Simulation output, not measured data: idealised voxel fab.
Process module, titled voxel capacitor over wiring
We display cut, a cross-section 280 nm in width whose square cells are each 5 nm.
Each cross-section below is a grid of square cells, stated as bands in top-down order, with one or more rows of cells making up each band. A band entry consists of two parts. The first gives the height of the band's top and the height of its bottom, in nm. The rest lists the band's materials from left to right, each with its width in nm. A single material labelled with the word "full width" fills the band from edge to edge, and the word "air" marks empty space. Heights are expressed relative to 0, this being the level below which the as-received wafer comprises one material exclusively. The lowest band is unbounded in the downward direction and is denoted as in "0 -> down". The two numbers in a width such as "30->40" mark its ends across the band: the first belongs to the top row of cells, the second to the bottom row, and from each row to the next the width moves by the same amount. "remained the same", as given for a step, is the statement that not any cell of the cross-section underwent a change during that step. Entry "Closed cavities". Content: empty spaces with no open connection to the top, size 8 cells or greater. Each: width x height at distance. Distance: from left edge. Unit: nm. Note: text after step settings on the step line = simulator remark on that step. Regarding "overlay nm": on a step with a mask, it is the distance the mask lay to the right of its planned place; a negative value places it to the left.
STEPS PLANNED FOR THE PROCESS
1,RECEIVE,material Si
2,CONFORMAL_DEP,material SiO2,thk nm 10
3,CONFORMAL_DEP,material SiN,thk nm 5
4,DIRECTIONAL_DEP,material lowk,thk nm 25
5,PATTERN,tone open,mask id METAL_1,material resist,width nm 30,pitch nm 80,thk nm 20,overlay nm 0
6,DIRECTIONAL_ETCH,etch materials lowk,depth nm 25
7,DIRECTIONAL_ETCH,etch materials SiN,depth nm 5
8,STRIP,etch materials resist
9,CONFORMAL_DEP,material TiN,thk nm 5
10,FILL_DEP,material Cu,thk nm 10
11,CMP,height nm 40
12,CONFORMAL_DEP,material SiCN,thk nm 5
13,DIRECTIONAL_DEP,material lowk,thk nm 20
14,DIRECTIONAL_DEP,material aC,thk nm 15
15,PATTERN,tone open,mask id PLUG_1,material resist,width nm 15,thk nm 35,overlay nm -15
16,DIRECTIONAL_ETCH,etch materials aC,depth nm 15
17,STRIP,etch materials resist
18,DIRECTIONAL_ETCH,etch materials lowk,depth nm 20
19,DIRECTIONAL_ETCH,etch materials SiCN,depth nm 5
20,STRIP,etch materials aC
21,CONFORMAL_DEP,material TiN,thk nm 5
22,FILL_DEP,material Ru,thk nm 10
23,CMP,height nm 65
24,DIRECTIONAL_DEP,material TiN,thk nm 10
25,DIRECTIONAL_DEP,material HfO2,thk nm 5
26,DIRECTIONAL_DEP,material TiN,thk nm 5
27,PATTERN,tone cover,mask id UPPER_PLATE,material resist,width nm 55,thk nm 15,overlay nm 0
28,DIRECTIONAL_ETCH,etch materials TiN,depth nm 5
29,DIRECTIONAL_ETCH,etch materials HfO2,depth nm 5
30,STRIP,etch materials resist
31,PATTERN,tone cover,mask id LOWER_PLATE,material resist,width nm 65,thk nm 15,overlay nm 0
32,DIRECTIONAL_ETCH,etch materials TiN,depth nm 10
33,STRIP,etch materials resist
34,FILL_DEP,material SiO2,thk nm 20
35,CMP,height nm 100
36,PATTERN,tone open,mask id PLUG_2,material resist,width nm 15,thk nm 20,overlay nm 0
37,DIRECTIONAL_ETCH,etch materials SiO2,depth nm 15
38,STRIP,etch materials resist
39,CONFORMAL_DEP,material TiN,thk nm 5
40,FILL_DEP,material Ru,thk nm 10
41,CMP,height nm 100
42,CONFORMAL_DEP,material SiN,thk nm 5
varied across the wafers: overlay nm of step 15. The plan shows the first wafer's value. All wafers start alike
AS-RECEIVED CROSS-SECTION, FIRST OF SEVERAL WAFERS, POST STEP 1
	0 -> down | Si full width
	Closed cavities: none
ROWS = WAFERS. AT MODULE END, EACH ROW LISTS PER MATERIAL THE CELLS GAINED (+) OR LOST (-) SINCE THE WAFER WAS RECEIVED, THEN THE CLOSED VOIDS
overlay nm -15, +40 Cu, +11 HfO2, +6 Ru, +53 SiCN, +100 SiN, +447 SiO2, +87 TiN, +432 lowk, Closed cavities: none
overlay nm -10, +40 Cu, +11 HfO2, +6 Ru, +53 SiCN, +100 SiN, +447 SiO2, +87 TiN, +432 lowk, Closed cavities: none
overlay nm -5, +40 Cu, +11 HfO2, +6 Ru, +53 SiCN, +100 SiN, +447 SiO2, +87 TiN, +432 lowk, Closed cavities: none
overlay nm 0, +40 Cu, +11 HfO2, +6 Ru, +53 SiCN, +100 SiN, +447 SiO2, +87 TiN, +432 lowk, Closed cavities: none
overlay nm 5, +40 Cu, +11 HfO2, +6 Ru, +53 SiCN, +100 SiN, +447 SiO2, +87 TiN, +432 lowk, Closed cavities: none
overlay nm 10, +40 Cu, +11 HfO2, +6 Ru, +53 SiCN, +100 SiN, +447 SiO2, +87 TiN, +432 lowk, Closed cavities: none
overlay nm 15, +40 Cu, +11 HfO2, +6 Ru, +53 SiCN, +100 SiN, +447 SiO2, +87 TiN, +432 lowk, Closed cavities: none
